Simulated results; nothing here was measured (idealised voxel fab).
The following is a process module called voxel tone inversion.
Cross-section cut spans 250 nm and uses square cells 5 nm in size.
In this document a cross-section is written as a grid of square cells. It is given as a series of bands, listed from the top down, and a band is one or more rows of cells. Quick guide to a band line: top height, bottom height (nm) up front; then every material left to right with its width in nm. Only one material and it's marked "full width"? Then it fills the band edge to edge. And "air" just means empty space. Height 0 is the level under which the wafer as received is all one material. The lowest band goes on downwards, as in "top 0, no bottom". Width "30..40": first value at the band's top row of cells, second value at its bottom row, equal change from row to row. A step reported as "left unchanged" is a step in which no cell of the cross-section changed. Entry "Fully enclosed voids". Content: empty spaces with no open connection to the top, size 8 cells or greater. Each: width x height at distance. Distance: from left edge. Unit: nm. Where a step's line continues beyond its settings, the continuation is a remark by the simulator itself on that step. Steps that use a mask can have "overlay nm" on their line. It says how far the mask sat to the right of where it was meant to be. Negative means to the left.
-- Planned process steps
1,op RECEIVE | material Si
2,op CONFORMAL_DEP | material SiCN | thk nm 5
3,op DIRECTIONAL_DEP | material aC | thk nm 20
4,op PATTERN | tone cover | mask id POSTS | material resist | width nm 15 | pitch nm 35 | thk nm 30 | overlay nm 0
5,op DIRECTIONAL_ETCH | etch materials aC | depth nm 20
6,op STRIP | etch materials resist
7,op FILL_DEP | material lowk | thk nm 10
8,op CMP | height nm 25
9,op STRIP | etch materials aC
10,op CONFORMAL_DEP | material TiN | thk nm 5
11,op FILL_DEP | material W | thk nm 5
12,op CMP | height nm 25
13,op CONFORMAL_DEP | material SiN | thk nm 5
-- What follows covers the first of two wafers; it ran as planned
-- Cross-section of the incoming wafer, state after step 1
- top 0, no bottom  Si full width
- Fully enclosed voids: none
-- Wafer after step 2 (cross-section)
- top 5, bottom 0  SiCN full width
- Lower than 0, everything is as it was.
-- Wafer after step 3 (cross-section)
- top 25, bottom 5  aC full width
- Lower than 5, everything is as it was.
-- Wafer after step 4 (cross-section)
- top 55, bottom 25  air 65 | resist 15 | air 20 | resist 15 | air 20 | resist 15 | air 20 | resist 15 | air 65
- Lower than 25, everything is as it was.
-- Wafer after step 5 (cross-section)
- top 35, bottom 25  air 65 | resist 15 | air 20 | resist 15 | air 20 | resist 15 | air 20 | resist 15 | air 65
- top 25, bottom 5  air 65 | aC 15 | air 20 | aC 15 | air 20 | aC 15 | air 20 | aC 15 | air 65
- Lower than 5, everything is as it was.
-- Wafer after step 6 (cross-section)
- top 25, bottom 5  air 65 | aC 15 | air 20 | aC 15 | air 20 | aC 15 | air 20 | aC 15 | air 65
- Lower than 5, everything is as it was.
-- Wafer after step 7 (cross-section)
- top 35, bottom 25  lowk full width
- top 25, bottom 5  lowk 65 | aC 15 | lowk 20 | aC 15 | lowk 20 | aC 15 | lowk 20 | aC 15 | lowk 65
- Lower than 5, everything is as it was.
-- Wafer after step 8 (cross-section)
- top 25, bottom 5  lowk 65 | aC 15 | lowk 20 | aC 15 | lowk 20 | aC 15 | lowk 20 | aC 15 | lowk 65
- Lower than 5, everything is as it was.
-- Wafer after step 9 (cross-section)
- top 25, bottom 5  lowk 65 | air 15 | lowk 20 | air 15 | lowk 20 | air 15 | lowk 20 | air 15 | lowk 65
- Lower than 5, everything is as it was.
-- Wafer after step 10 (cross-section)
- top 30, bottom 25  TiN 70 | air 5 | TiN 30 | air 5 | TiN 30 | air 5 | TiN 30 | air 5 | TiN 70
- top 25, bottom 10  lowk 65 | TiN 5 | air 5 | TiN 5 | lowk 20 | TiN 5 | air 5 | TiN 5 | lowk 20 | TiN 5 | air 5 | TiN 5 | lowk 20 | TiN 5 | air 5 | TiN 5 | lowk 65
- top 10, bottom 5  lowk 65 | TiN 15 | lowk 20 | TiN 15 | lowk 20 | TiN 15 | lowk 20 | TiN 15 | lowk 65
- Lower than 5, everything is as it was.
-- Wafer after step 11 (cross-section)
- top 35, bottom 30  W full width
- top 30, bottom 25  TiN 70 | W 5 | TiN 30 | W 5 | TiN 30 | W 5 | TiN 30 | W 5 | TiN 70
- top 25, bottom 10  lowk 65 | TiN 5 | W 5 | TiN 5 | lowk 20 | TiN 5 | W 5 | TiN 5 | lowk 20 | TiN 5 | W 5 | TiN 5 | lowk 20 | TiN 5 | W 5 | TiN 5 | lowk 65
- Lower than 10, everything is as it was.
-- Wafer after step 12 (cross-section)
- top 25, bottom 10  lowk 65 | TiN 5 | W 5 | TiN 5 | lowk 20 | TiN 5 | W 5 | TiN 5 | lowk 20 | TiN 5 | W 5 | TiN 5 | lowk 20 | TiN 5 | W 5 | TiN 5 | lowk 65
- Lower than 10, everything is as it was.
-- Wafer after step 13 (cross-section)
- top 30, bottom 25  SiN full width
- Lower than 25, everything is as it was.
-- The Second Wafer: Common Origin and Plan, One Mistake in Execution, Identical to the First Through Step 3
-- Cross-section of the second wafer at the time by which step 4 should have been completed according to the plan
- top 55, bottom 25  resist 65 | air 15 | resist 20 | air 15 | resist 20 | air 15 | resist 20 | air 15 | resist 65
- Lower than 25, everything is as it was.
-- Cross-section of the second wafer at the time by which step 5 should have been completed according to the plan
- top 35, bottom 25  resist 65 | air 15 | resist 20 | air 15 | resist 20 | air 15 | resist 20 | air 15 | resist 65
- top 25, bottom 5  aC 65 | air 15 | aC 20 | air 15 | aC 20 | air 15 | aC 20 | air 15 | aC 65
- Lower than 5, everything is as it was.
-- Cross-section of the second wafer at the time by which step 6 should have been completed according to the plan
- top 25, bottom 5  aC 65 | air 15 | aC 20 | air 15 | aC 20 | air 15 | aC 20 | air 15 | aC 65
- Lower than 5, everything is as it was.
-- Cross-section of the second wafer at the time by which step 7 should have been completed according to the plan
- top 35, bottom 25  lowk full width
- top 25, bottom 5  aC 65 | lowk 15 | aC 20 | lowk 15 | aC 20 | lowk 15 | aC 20 | lowk 15 | aC 65
- Lower than 5, everything is as it was.
-- Cross-section of the second wafer at the time by which step 8 should have been completed according to the plan
- top 25, bottom 5  aC 65 | lowk 15 | aC 20 | lowk 15 | aC 20 | lowk 15 | aC 20 | lowk 15 | aC 65
- Lower than 5, everything is as it was.
-- Cross-section of the second wafer at the time by which step 9 should have been completed according to the plan
- top 25, bottom 5  air 65 | lowk 15 | air 20 | lowk 15 | air 20 | lowk 15 | air 20 | lowk 15 | air 65
- Lower than 5, everything is as it was.
-- Cross-section of the second wafer at the time by which step 10 should have been completed according to the plan
- top 30, bottom 25  air 60 | TiN 25 | air 10 | TiN 25 | air 10 | TiN 25 | air 10 | TiN 25 | air 60
- top 25, bottom 10  air 60 | TiN 5 | lowk 15 | TiN 5 | air 10 | TiN 5 | lowk 15 | TiN 5 | air 10 | TiN 5 | lowk 15 | TiN 5 | air 10 | TiN 5 | lowk 15 | TiN 5 | air 60
- top 10, bottom 5  TiN 65 | lowk 15 | TiN 20 | lowk 15 | TiN 20 | lowk 15 | TiN 20 | lowk 15 | TiN 65
- Lower than 5, everything is as it was.
-- Cross-section of the second wafer at the time by which step 11 should have been completed according to the plan
- top 35, bottom 30  W full width
- top 30, bottom 25  W 60 | TiN 25 | W 10 | TiN 25 | W 10 | TiN 25 | W 10 | TiN 25 | W 60
- top 25, bottom 10  W 60 | TiN 5 | lowk 15 | TiN 5 | W 10 | TiN 5 | lowk 15 | TiN 5 | W 10 | TiN 5 | lowk 15 | TiN 5 | W 10 | TiN 5 | lowk 15 | TiN 5 | W 60
- Lower than 10, everything is as it was.
-- Cross-section of the second wafer at the time by which step 12 should have been completed according to the plan
- top 25, bottom 10  W 60 | TiN 5 | lowk 15 | TiN 5 | W 10 | TiN 5 | lowk 15 | TiN 5 | W 10 | TiN 5 | lowk 15 | TiN 5 | W 10 | TiN 5 | lowk 15 | TiN 5 | W 60
- Lower than 10, everything is as it was.
-- Cross-section of the second wafer at the time by which step 13 should have been completed according to the plan
- top 30, bottom 25  SiN full width
- Lower than 25, everything is as it was.
Where did the run depart from the plan? step 4 was not run as planned; what actually ran was op PATTERN | tone open | mask id POSTS | material resist | width nm 15 | pitch nm 35 | thk nm 30 | overlay nm 0
In the final state, the cell counts of the second wafer exceed or fall short of those of the first for the following materials: 26 more of TiN | 78 more of W | 104 fewer of lowk
